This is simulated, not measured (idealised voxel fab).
process module | voxel wiring stack
cross-section cut | 295 nm wide | cells 5 nm
A cross-section is a grid of square cells, given in bands from the top down. A band is one or more rows of cells.
Each band's line starts with the height of the band's top and of its bottom, in nm. Then come its materials from left to right, each with its width in nm. One material with "throughout" fills the band from edge to edge. "air" is empty space.
Height 0 is the level under which the wafer as received is all one material. The lowest band goes on downwards, as in "0 down".
A width such as "30 to 40" changes by the same amount from each row of cells to the next, from the band's top row to its bottom row.
"no change" after a step means that no cell of the cross-section changed.
closed voids: empty space of 8 cells or more with no open way to the top, each as width x height at its distance from the left edge, in nm
after a step's settings: what the simulator itself notes on the step
overlay nm, on a step with a mask: how far to the right of its planned place the mask lay; to the left if negative
Each pair below shows a cross-section before one step and the cross-section after it, down to the lowest band that changed. The line under each pair gives the step between them, with its settings. The pairs can come from different runs of this module on the same starting wafer, so a pair continues from the pair above only where its "before" says so.
before
  170 to 155: SiO2 80 | TiN 5 | Ru 15 | TiN 5 | SiO2 30 | TiN 5 | Ru 15 | TiN 5 | SiO2 30 | TiN 5 | Ru 15 | TiN 5 | SiO2 80
  155 to 150: SiO2 80 | TiN 5 | Ru 5 | TiN 15 | SiO2 30 | TiN 5 | Ru 5 | TiN 15 | SiO2 30 | TiN 5 | Ru 5 | TiN 15 | SiO2 80
  150 to 135: SiO2 80 | TiN 5 | Ru 5 | TiN 5 | SiO2 40 | TiN 5 | Ru 5 | TiN 5 | SiO2 40 | TiN 5 | Ru 5 | TiN 5 | SiO2 90
  135 to 130: SiCN 80 | TiN 15 | SiCN 40 | TiN 15 | SiCN 40 | TiN 15 | SiCN 90
  130 to 110: lowk 80 | SiO2 5 | W 15 | SiO2 5 | lowk 30 | SiO2 5 | W 15 | SiO2 5 | lowk 30 | SiO2 5 | W 15 | SiO2 5 | lowk 80
  110 to 105: SiCN 80 | SiO2 25 | SiCN 30 | SiO2 25 | SiCN 30 | SiO2 25 | SiCN 80
  105 to 85: SiO2 80 | Ru 15 | SiO2 95 | Ru 15 | SiO2 90
  85 to 80: SiCN 80 | Ru 15 | SiCN 95 | Ru 15 | SiCN 90
  80 to 55: SiO2 80 | TiN 5 | Ru 15 | TiN 5 | SiO2 30 | TiN 5 | Ru 15 | TiN 5 | SiO2 30 | TiN 5 | Ru 15 | TiN 5 | SiO2 80
  55 to 50: SiCN 80 | TiN 25 | SiCN 30 | TiN 25 | SiCN 30 | TiN 25 | SiCN 80
  50 to 40: lowk 80 | Ru 15 | lowk 40 | Ru 15 | lowk 40 | Ru 15 | lowk 90
  40 to 35: SiCN 80 | Ru 15 | SiCN 40 | Ru 15 | SiCN 40 | Ru 15 | SiCN 90
  35 to 20: lowk 80 | TiN 5 | Cu 15 | TiN 5 | lowk 30 | TiN 5 | Cu 15 | TiN 5 | lowk 30 | TiN 5 | Cu 15 | TiN 5 | lowk 80
  20 to 15: SiN 80 | TiN 25 | SiN 30 | TiN 25 | SiN 30 | TiN 25 | SiN 80
  15 to 0: SiO2 throughout
  0 down: Si throughout
  closed voids: none
after
  175 to 170: SiCN throughout
  below 170: unchanged
  closed voids: none
the step between: op CONFORMAL_DEP | material SiCN | thk nm 5
before
  50 to 40: lowk throughout
  40 to 35: SiCN throughout
  35 to 20: lowk 80 | TiN 5 | Cu 15 | TiN 5 | lowk 30 | TiN 5 | Cu 15 | TiN 5 | lowk 30 | TiN 5 | Cu 15 | TiN 5 | lowk 80
  20 to 15: SiN 80 | TiN 25 | SiN 30 | TiN 25 | SiN 30 | TiN 25 | SiN 80
  15 to 0: SiO2 throughout
  0 down: Si throughout
  closed voids: none
after
  70 to 50: air 80 | resist 15 | air 40 | resist 15 | air 40 | resist 15 | air 90
  below 50: unchanged
  closed voids: none
the step between: op PATTERN | tone cover | mask id PLUG_1 | material resist | width nm 15 | pitch nm 55 | thk nm 20 | overlay nm 0
before: the cross-section after the pair above
after
  70 to 50: air 80 | resist 15 | air 40 | resist 15 | air 40 | resist 15 | air 90
  50 to 40: air 80 | lowk 15 | air 40 | lowk 15 | air 40 | lowk 15 | air 90
  below 40: unchanged
  closed voids: none
the step between: op DIRECTIONAL_ETCH | etch materials lowk | depth nm 10
before: the cross-section after the pair above
after
  70 to 50: air 80 | resist 15 | air 40 | resist 15 | air 40 | resist 15 | air 90
  50 to 40: air 80 | lowk 15 | air 40 | lowk 15 | air 40 | lowk 15 | air 90
  40 to 35: air 80 | SiCN 15 | air 40 | SiCN 15 | air 40 | SiCN 15 | air 90
  below 35: unchanged
  closed voids: none
the step between: op DIRECTIONAL_ETCH | etch materials SiCN | depth nm 5
before: the cross-section after the pair above
after
  50 to 40: air 80 | lowk 15 | air 40 | lowk 15 | air 40 | lowk 15 | air 90
  below 40: unchanged
  closed voids: none
the step between: op STRIP | etch materials resist
before: the cross-section after the pair above
after
  50 to 45: air 80 | lowk 15 | air 40 | lowk 15 | air 40 | lowk 15 | air 90
  45 to 40: air 80 | lowk 15 | Ru 20 | air 20 | lowk 15 | Ru 20 | air 20 | lowk 15 | Ru 20 | air 70
  40 to 35: air 80 | SiCN 15 | Ru 20 | air 20 | SiCN 15 | Ru 20 | air 20 | SiCN 15 | Ru 20 | air 70
  below 35: unchanged
  closed voids: none
the step between: op EPI | material Ru | thk nm 10
before: the cross-section after the pair above
after
  50 to 40: air 80 | lowk 15 | Ru 25 | air 15 | lowk 15 | Ru 25 | air 15 | lowk 15 | Ru 25 | air 65
  40 to 35: air 80 | SiCN 15 | Ru 25 | air 15 | SiCN 15 | Ru 25 | air 15 | SiCN 15 | Ru 25 | air 65
  below 35: unchanged
  closed voids: none
the step between: op EPI | material Ru | thk nm 5
before: the cross-section after the pair above
after
  55 to 50: air 75 | SiCN 50 | air 5 | SiCN 50 | air 5 | SiCN 50 | air 60
  50 to 40: air 75 | SiCN 5 | lowk 15 | Ru 25 | SiCN 5 | air 5 | SiCN 5 | lowk 15 | Ru 25 | SiCN 5 | air 5 | SiCN 5 | lowk 15 | Ru 25 | SiCN 5 | air 60
  40 to 35: SiCN 95 | Ru 25 | SiCN 30 | Ru 25 | SiCN 30 | Ru 25 | SiCN 65
  below 35: unchanged
  closed voids: none
the step between: op CONFORMAL_DEP | material SiCN | thk nm 5
before: the cross-section after the pair above
after
  80 to 65: air 75 | SiO2 50 | air 5 | SiO2 50 | air 5 | SiO2 50 | air 60
  65 to 55: SiO2 throughout
  55 to 50: SiO2 75 | SiCN 50 | SiO2 5 | SiCN 50 | SiO2 5 | SiCN 50 | SiO2 60
  50 to 40: SiO2 75 | SiCN 5 | lowk 15 | Ru 25 | SiCN 5 | SiO2 5 | SiCN 5 | lowk 15 | Ru 25 | SiCN 5 | SiO2 5 | SiCN 5 | lowk 15 | Ru 25 | SiCN 5 | SiO2 60
  below 40: unchanged
  closed voids: none
the step between: op DIRECTIONAL_DEP | material SiO2 | thk nm 25
before: the cross-section after the pair above
after
  95 to 80: resist 80 | air 25 | resist 30 | air 25 | resist 30 | air 25 | resist 80
  80 to 65: resist 75 | SiO2 50 | resist 5 | SiO2 50 | resist 5 | SiO2 50 | resist 60
  below 65: unchanged
  closed voids: none
the step between: op PATTERN | tone open | mask id METAL_2 | material resist | width nm 25 | pitch nm 55 | thk nm 15 | overlay nm 0
before: the cross-section after the pair above
after
  95 to 80: resist 80 | air 25 | resist 30 | air 25 | resist 30 | air 25 | resist 80
  80 to 65: resist 75 | SiO2 5 | air 25 | SiO2 20 | resist 5 | SiO2 5 | air 25 | SiO2 20 | resist 5 | SiO2 5 | air 25 | SiO2 20 | resist 60
  65 to 55: SiO2 80 | air 25 | SiO2 30 | air 25 | SiO2 30 | air 25 | SiO2 80
  below 55: unchanged
  closed voids: none
the step between: op DIRECTIONAL_ETCH | etch materials SiO2 | depth nm 25
before: the cross-section after the pair above
after
  95 to 80: resist 80 | air 25 | resist 30 | air 25 | resist 30 | air 25 | resist 80
  80 to 65: resist 75 | SiO2 5 | air 25 | SiO2 20 | resist 5 | SiO2 5 | air 25 | SiO2 20 | resist 5 | SiO2 5 | air 25 | SiO2 20 | resist 60
  65 to 55: SiO2 80 | air 25 | SiO2 30 | air 25 | SiO2 30 | air 25 | SiO2 80
  55 to 50: SiO2 75 | SiCN 5 | air 25 | SiCN 20 | SiO2 5 | SiCN 5 | air 25 | SiCN 20 | SiO2 5 | SiCN 5 | air 25 | SiCN 20 | SiO2 60
  below 50: unchanged
  closed voids: none
the step between: op DIRECTIONAL_ETCH | etch materials SiCN | depth nm 5
before: the cross-section after the pair above
after
  80 to 65: air 75 | SiO2 5 | air 25 | SiO2 20 | air 5 | SiO2 5 | air 25 | SiO2 20 | air 5 | SiO2 5 | air 25 | SiO2 20 | air 60
  below 65: unchanged
  closed voids: none
the step between: op STRIP | etch materials resist
before: the cross-section after the pair above
after
  85 to 80: air 70 | TiN 15 | air 15 | TiN 40 | air 15 | TiN 40 | air 15 | TiN 30 | air 55
  80 to 70: air 70 | TiN 5 | SiO2 5 | TiN 5 | air 15 | TiN 5 | SiO2 20 | TiN 5 | SiO2 5 | TiN 5 | air 15 | TiN 5 | SiO2 20 | TiN 5 | SiO2 5 | TiN 5 | air 15 | TiN 5 | SiO2 20 | TiN 5 | air 55
  70 to 65: TiN 75 | SiO2 5 | TiN 5 | air 15 | TiN 5 | SiO2 20 | TiN 5 | SiO2 5 | TiN 5 | air 15 | TiN 5 | SiO2 20 | TiN 5 | SiO2 5 | TiN 5 | air 15 | TiN 5 | SiO2 20 | TiN 60
  65 to 55: SiO2 80 | TiN 5 | air 15 | TiN 5 | SiO2 30 | TiN 5 | air 15 | TiN 5 | SiO2 30 | TiN 5 | air 15 | TiN 5 | SiO2 80
  55 to 50: SiO2 75 | SiCN 5 | TiN 25 | SiCN 20 | SiO2 5 | SiCN 5 | TiN 25 | SiCN 20 | SiO2 5 | SiCN 5 | TiN 25 | SiCN 20 | SiO2 60
  below 50: unchanged
  closed voids: none
the step between: op CONFORMAL_DEP | material TiN | thk nm 5
before: the cross-section after the pair above
after
  90 to 85: Ru throughout
  85 to 80: Ru 70 | TiN 15 | Ru 15 | TiN 40 | Ru 15 | TiN 40 | Ru 15 | TiN 30 | Ru 55
  80 to 70: Ru 70 | TiN 5 | SiO2 5 | TiN 5 | Ru 15 | TiN 5 | SiO2 20 | TiN 5 | SiO2 5 | TiN 5 | Ru 15 | TiN 5 | SiO2 20 | TiN 5 | SiO2 5 | TiN 5 | Ru 15 | TiN 5 | SiO2 20 | TiN 5 | Ru 55
  70 to 65: TiN 75 | SiO2 5 | TiN 5 | Ru 15 | TiN 5 | SiO2 20 | TiN 5 | SiO2 5 | TiN 5 | Ru 15 | TiN 5 | SiO2 20 | TiN 5 | SiO2 5 | TiN 5 | Ru 15 | TiN 5 | SiO2 20 | TiN 60
  65 to 55: SiO2 80 | TiN 5 | Ru 15 | TiN 5 | SiO2 30 | TiN 5 | Ru 15 | TiN 5 | SiO2 30 | TiN 5 | Ru 15 | TiN 5 | SiO2 80
  below 55: unchanged
  closed voids: none
the step between: op FILL_DEP | material Ru | thk nm 5
before: the cross-section after the pair above
after
  80 to 70: Ru 70 | TiN 5 | SiO2 5 | TiN 5 | Ru 15 | TiN 5 | SiO2 20 | TiN 5 | SiO2 5 | TiN 5 | Ru 15 | TiN 5 | SiO2 20 | TiN 5 | SiO2 5 | TiN 5 | Ru 15 | TiN 5 | SiO2 20 | TiN 5 | Ru 55
  below 70: unchanged
  closed voids: none
the step between: op CMP | height nm 80
before: the cross-section after the pair above
after
  85 to 80: SiCN throughout
  below 80: unchanged
  closed voids: none
the step between: op CONFORMAL_DEP | material SiCN | thk nm 5
before: the cross-section after the pair above
after
  105 to 85: SiO2 throughout
  below 85: unchanged
  closed voids: none
the step between: op DIRECTIONAL_DEP | material SiO2 | thk nm 20
before: the cross-section after the pair above
after
  105 to 85: SiO2 80 | air 15 | SiO2 95 | air 15 | SiO2 90
  below 85: unchanged
  closed voids: none
the step between: op MASKED_ETCH | tone open | mask id PLUG_2 | width nm 15 | pitch nm 110 | etch materials SiO2 | depth nm 20 | overlay nm 0
before: the cross-section after the pair above
after
  105 to 85: SiO2 80 | air 15 | SiO2 95 | air 15 | SiO2 90
  85 to 80: SiCN 80 | air 15 | SiCN 95 | air 15 | SiCN 90
  below 80: unchanged
  closed voids: none
the step between: op MASKED_ETCH | tone open | mask id PLUG_2 | width nm 15 | pitch nm 110 | etch materials SiCN | depth nm 5 | overlay nm 0
before: the cross-section after the pair above
after
  105 to 90: SiO2 80 | air 15 | SiO2 95 | air 15 | SiO2 90
  90 to 85: SiO2 80 | Ru 15 | SiO2 95 | Ru 15 | SiO2 90
  85 to 80: SiCN 80 | Ru 15 | SiCN 95 | Ru 15 | SiCN 90
  below 80: unchanged
  closed voids: none
the step between: op EPI | material Ru | thk nm 10
before: the cross-section after the pair above
after
  105 to 100: SiO2 80 | air 15 | SiO2 95 | air 15 | SiO2 90
  100 to 85: SiO2 80 | Ru 15 | SiO2 95 | Ru 15 | SiO2 90
  below 85: unchanged
  closed voids: none
the step between: op EPI | material Ru | thk nm 10
before: the cross-section after the pair above
after
  105 to 85: SiO2 80 | Ru 15 | SiO2 95 | Ru 15 | SiO2 90
  below 85: unchanged
  closed voids: none
the step between: op EPI | material Ru | thk nm 5
before: the cross-section after the pair above
after
  110 to 105: SiCN throughout
  below 105: unchanged
  closed voids: none
the step between: op CONFORMAL_DEP | material SiCN | thk nm 5
before: the cross-section after the pair above
after
  130 to 110: lowk throughout
  below 110: unchanged
  closed voids: none
the step between: op DIRECTIONAL_DEP | material lowk | thk nm 20
before: the cross-section after the pair above
after
  130 to 110: lowk 80 | air 25 | lowk 30 | air 25 | lowk 30 | air 25 | lowk 80
  below 110: unchanged
  closed voids: none
the step between: op MASKED_ETCH | tone open | mask id METAL_3 | width nm 25 | pitch nm 55 | etch materials lowk | depth nm 20 | overlay nm 0
before: the cross-section after the pair above
after
  130 to 110: lowk 80 | air 25 | lowk 30 | air 25 | lowk 30 | air 25 | lowk 80
  110 to 105: SiCN 80 | air 25 | SiCN 30 | air 25 | SiCN 30 | air 25 | SiCN 80
  below 105: unchanged
  closed voids: none
the step between: op MASKED_ETCH | tone open | mask id METAL_3 | width nm 25 | pitch nm 55 | etch materials SiCN | depth nm 5 | overlay nm 0
before: the cross-section after the pair above
after
  135 to 130: TiN 85 | air 15 | TiN 40 | air 15 | TiN 40 | air 15 | TiN 85
  130 to 110: lowk 80 | TiN 5 | air 15 | TiN 5 | lowk 30 | TiN 5 | air 15 | TiN 5 | lowk 30 | TiN 5 | air 15 | TiN 5 | lowk 80
  110 to 105: SiCN 80 | TiN 25 | SiCN 30 | TiN 25 | SiCN 30 | TiN 25 | SiCN 80
  below 105: unchanged
  closed voids: none
the step between: op CONFORMAL_DEP | material TiN | thk nm 5
before: the cross-section after the pair above
after
  145 to 135: W throughout
  135 to 130: TiN 85 | W 15 | TiN 40 | W 15 | TiN 40 | W 15 | TiN 85
  130 to 110: lowk 80 | TiN 5 | W 15 | TiN 5 | lowk 30 | TiN 5 | W 15 | TiN 5 | lowk 30 | TiN 5 | W 15 | TiN 5 | lowk 80
  below 110: unchanged
  closed voids: none
the step between: op FILL_DEP | material W | thk nm 10
before: the cross-section after the pair above
after
  130 to 110: lowk 80 | TiN 5 | W 15 | TiN 5 | lowk 30 | TiN 5 | W 15 | TiN 5 | lowk 30 | TiN 5 | W 15 | TiN 5 | lowk 80
  below 110: unchanged
  closed voids: none
the step between: op CMP | height nm 130
before: the cross-section after the pair above
after
  135 to 130: SiCN throughout
  below 130: unchanged
  closed voids: none
the step between: op CONFORMAL_DEP | material SiCN | thk nm 5
before: the cross-section after the pair above
after
  170 to 135: SiO2 throughout
  below 135: unchanged
  closed voids: none
the step between: op DIRECTIONAL_DEP | material SiO2 | thk nm 35
before: the cross-section after the pair above
after
  170 to 135: SiO2 80 | air 15 | SiO2 40 | air 15 | SiO2 40 | air 15 | SiO2 90
  below 135: unchanged
  closed voids: none
the step between: op MASKED_ETCH | tone open | mask id METAL_4_HOLES | width nm 15 | pitch nm 55 | etch materials SiO2 | depth nm 35 | overlay nm 0
before: the cross-section after the pair above
after
  190 to 170: resist 80 | air 25 | resist 30 | air 25 | resist 30 | air 25 | resist 80
  below 170: unchanged
  closed voids: none
the step between: op PATTERN | tone open | mask id METAL_4 | material resist | width nm 25 | pitch nm 55 | thk nm 20 | overlay nm 0
before: the cross-section after the pair above
after
  190 to 170: resist 80 | air 25 | resist 30 | air 25 | resist 30 | air 25 | resist 80
  170 to 150: SiO2 80 | air 25 | SiO2 30 | air 25 | SiO2 30 | air 25 | SiO2 80
  below 150: unchanged
  closed voids: none
the step between: op DIRECTIONAL_ETCH | etch materials SiO2 | depth nm 20
before: the cross-section after the pair above
after
  190 to 170: resist 80 | air 25 | resist 30 | air 25 | resist 30 | air 25 | resist 80
  170 to 150: SiO2 80 | air 25 | SiO2 30 | air 25 | SiO2 30 | air 25 | SiO2 80
  150 to 135: SiO2 80 | air 15 | SiO2 40 | air 15 | SiO2 40 | air 15 | SiO2 90
  135 to 130: SiCN 80 | air 15 | SiCN 40 | air 15 | SiCN 40 | air 15 | SiCN 90
  below 130: unchanged
  closed voids: none
the step between: op DIRECTIONAL_ETCH | etch materials SiCN | depth nm 5
before: the cross-section after the pair above
after
  170 to 150: SiO2 80 | air 25 | SiO2 30 | air 25 | SiO2 30 | air 25 | SiO2 80
  below 150: unchanged
  closed voids: none
the step between: op STRIP | etch materials resist
before: the cross-section after the pair above
after
  175 to 170: TiN 85 | air 15 | TiN 40 | air 15 | TiN 40 | air 15 | TiN 85
  170 to 155: SiO2 80 | TiN 5 | air 15 | TiN 5 | SiO2 30 | TiN 5 | air 15 | TiN 5 | SiO2 30 | TiN 5 | air 15 | TiN 5 | SiO2 80
  155 to 150: SiO2 80 | TiN 5 | air 5 | TiN 15 | SiO2 30 | TiN 5 | air 5 | TiN 15 | SiO2 30 | TiN 5 | air 5 | TiN 15 | SiO2 80
  150 to 135: SiO2 80 | TiN 5 | air 5 | TiN 5 | SiO2 40 | TiN 5 | air 5 | TiN 5 | SiO2 40 | TiN 5 | air 5 | TiN 5 | SiO2 90
  135 to 130: SiCN 80 | TiN 15 | SiCN 40 | TiN 15 | SiCN 40 | TiN 15 | SiCN 90
  below 130: unchanged
  closed voids: none
the step between: op CONFORMAL_DEP | material TiN | thk nm 5
before: the cross-section after the pair above
after
  185 to 175: Ru throughout
  175 to 170: TiN 85 | Ru 15 | TiN 40 | Ru 15 | TiN 40 | Ru 15 | TiN 85
  170 to 155: SiO2 80 | TiN 5 | Ru 15 | TiN 5 | SiO2 30 | TiN 5 | Ru 15 | TiN 5 | SiO2 30 | TiN 5 | Ru 15 | TiN 5 | SiO2 80
  155 to 150: SiO2 80 | TiN 5 | Ru 5 | TiN 15 | SiO2 30 | TiN 5 | Ru 5 | TiN 15 | SiO2 30 | TiN 5 | Ru 5 | TiN 15 | SiO2 80
  150 to 135: SiO2 80 | TiN 5 | Ru 5 | TiN 5 | SiO2 40 | TiN 5 | Ru 5 | TiN 5 | SiO2 40 | TiN 5 | Ru 5 | TiN 5 | SiO2 90
  below 135: unchanged
  closed voids: none
the step between: op FILL_DEP | material Ru | thk nm 10
before: the cross-section after the pair above
after
  170 to 155: SiO2 80 | TiN 5 | Ru 15 | TiN 5 | SiO2 30 | TiN 5 | Ru 15 | TiN 5 | SiO2 30 | TiN 5 | Ru 15 | TiN 5 | SiO2 80
  below 155: unchanged
  closed voids: none
the step between: op CMP | height nm 170
before: the cross-section after the pair above
after
  175 to 170: SiCN throughout
  below 170: unchanged
  closed voids: none
the step between: op CONFORMAL_DEP | material SiCN | thk nm 5
